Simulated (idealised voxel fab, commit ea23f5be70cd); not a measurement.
A process module follows: voxel capacitor over wiring.
155 nm wide, 5 nm square cells: that's cross-section cut.
When this document writes out a cross-section, it uses a grid of square cells and lists it as bands, beginning at the top and moving down, with a band standing for one or more rows of cells.
In this notation a band is specified by the heights of its top and bottom, in that order and in nm, after which its materials appear from left to right, each paired with its width in nm. The word "all across" attached to a single material means that material fills the band from edge to edge; the word "empty" stands for empty space.
Convention: height 0 is the level below which the wafer, as received, is all one material. The lowest band does not terminate at the bottom but continues downward, represented as "0 and below".
Width: "30 to 40" (first number = top row, second number = bottom row, same change from row to row of cells).
"left unchanged" means the step left every cell of the cross-section as it was.
Closed void list: empty space of 8 cells or more with no open way to the top, each as width x height at its distance from the left edge, in nm
Post-settings text on a step line: simulator's own remark regarding the step.
What "overlay nm" on a step's line means: if the step has a mask, that mask lay this far to the right of its planned place, or, when the value is negative, to the left.
-- The steps planned for the process are as follows
step 1: RECEIVE, material Si
step 2: CONFORMAL_DEP, material SiO2, thk nm 10
step 3: DIRECTIONAL_DEP, material TiN, thk nm 5
step 4: DIRECTIONAL_DEP, material Ru, thk nm 25
step 5: MASKED_ETCH, tone cover, mask id METAL_1, width nm 30, pitch nm 85, etch materials Ru, depth nm 25, overlay nm 0
step 6: MASKED_ETCH, tone cover, mask id METAL_1, width nm 30, pitch nm 85, etch materials TiN, depth nm 5, overlay nm 0
step 7: CONFORMAL_DEP, material SiN, thk nm 5
step 8: FILL_DEP, material lowk, thk nm 5
step 9: CMP, height nm 40
step 10: CONFORMAL_DEP, material SiCN, thk nm 5
step 11: DIRECTIONAL_DEP, material SiO2, thk nm 20
step 12: PATTERN, tone open, mask id PLUG_1, material resist, width nm 15, thk nm 20, overlay nm 0
step 13: DIRECTIONAL_ETCH, etch materials SiO2, depth nm 20
step 14: DIRECTIONAL_ETCH, etch materials SiCN, depth nm 5
step 15: STRIP, etch materials resist
step 16: EPI, material Ru, thk nm 10
step 17: EPI, material Ru, thk nm 10
step 18: EPI, material Ru, thk nm 5
step 19: DIRECTIONAL_DEP, material TiN, thk nm 10
step 20: DIRECTIONAL_DEP, material Al2O3, thk nm 5
step 21: DIRECTIONAL_DEP, material TiN, thk nm 10
step 22: MASKED_ETCH, tone cover, mask id UPPER_PLATE, width nm 60, etch materials TiN, depth nm 10, overlay nm 0
step 23: MASKED_ETCH, tone cover, mask id UPPER_PLATE, width nm 60, etch materials Al2O3, depth nm 5, overlay nm 0
step 24: MASKED_ETCH, tone cover, mask id LOWER_PLATE, width nm 70, etch materials TiN, depth nm 10, overlay nm 0
step 25: FILL_DEP, material SiO2, thk nm 15
step 26: CMP, height nm 100
step 27: MASKED_ETCH, tone open, mask id PLUG_2, width nm 15, etch materials SiO2, depth nm 10, overlay nm 0
step 28: CONFORMAL_DEP, material TiN, thk nm 5
step 29: FILL_DEP, material Cu, thk nm 10
step 30: CMP, height nm 100
step 31: CONFORMAL_DEP, material SiCN, thk nm 5
-- The cross-section here shows the wafer as received, i.e. in its state after step 1
  0 and below = Si all across
  Closed void list: none
-- Here's the cross-section of the first of our two wafers at the end of the module - it ran as planned
  105 down to 100 = SiCN all across
  100 down to 95 = 45 nm SiO2, 5 nm TiN, 5 nm Cu, 5 nm TiN, 95 nm SiO2
  95 down to 90 = 45 nm SiO2, 15 nm TiN, 95 nm SiO2
  90 down to 80 = 35 nm SiO2, 60 nm TiN, 60 nm SiO2
  80 down to 75 = 35 nm SiO2, 60 nm Al2O3, 60 nm SiO2
  75 down to 65 = 30 nm SiO2, 70 nm TiN, 55 nm SiO2
  65 down to 45 = 35 nm SiO2, 15 nm Ru, 105 nm SiO2
  45 down to 40 = 35 nm SiCN, 15 nm Ru, 105 nm SiCN
  40 down to 15 = 15 nm lowk, 5 nm SiN, 30 nm Ru, 5 nm SiN, 45 nm lowk, 5 nm SiN, 30 nm Ru, 5 nm SiN, 15 nm lowk
  15 down to 10 = 20 nm SiN, 30 nm TiN, 55 nm SiN, 30 nm TiN, 20 nm SiN
  10 down to 0 = SiO2 all across
  0 and below = Si all across
  Closed void list: none
-- Second wafer through the module, sectioned at the end: same beginning and same plan as the first wafer, with one mistake in carrying it out
  105 down to 100 = SiCN all across
  100 down to 95 = 45 nm SiO2, 5 nm TiN, 5 nm Cu, 5 nm TiN, 95 nm SiO2
  95 down to 90 = 45 nm SiO2, 15 nm TiN, 95 nm SiO2
  90 down to 80 = 35 nm SiO2, 60 nm TiN, 60 nm SiO2
  80 down to 75 = 35 nm SiO2, 60 nm Al2O3, 60 nm SiO2
  75 down to 65 = 30 nm SiO2, 70 nm TiN, 55 nm SiO2
  65 down to 45 = 35 nm SiO2, 15 nm Ru, 105 nm SiO2
  45 down to 40 = 35 nm SiCN, 15 nm Ru, 105 nm SiCN
  40 down to 15 = 15 nm Cu, 5 nm SiN, 30 nm Ru, 5 nm SiN, 45 nm Cu, 5 nm SiN, 30 nm Ru, 5 nm SiN, 15 nm Cu
  15 down to 10 = 20 nm SiN, 30 nm TiN, 55 nm SiN, 30 nm TiN, 20 nm SiN
  10 down to 0 = SiO2 all across
  0 and below = Si all across
  Closed void list: none
Where did the run depart from the plan? rather than as planned, step 8 actually ran as FILL_DEP, material Cu, thk nm 5
Final comparison by cell count, materials where the second wafer has more or fewer than the first: Cu: 75 more, lowk: 75 fewer
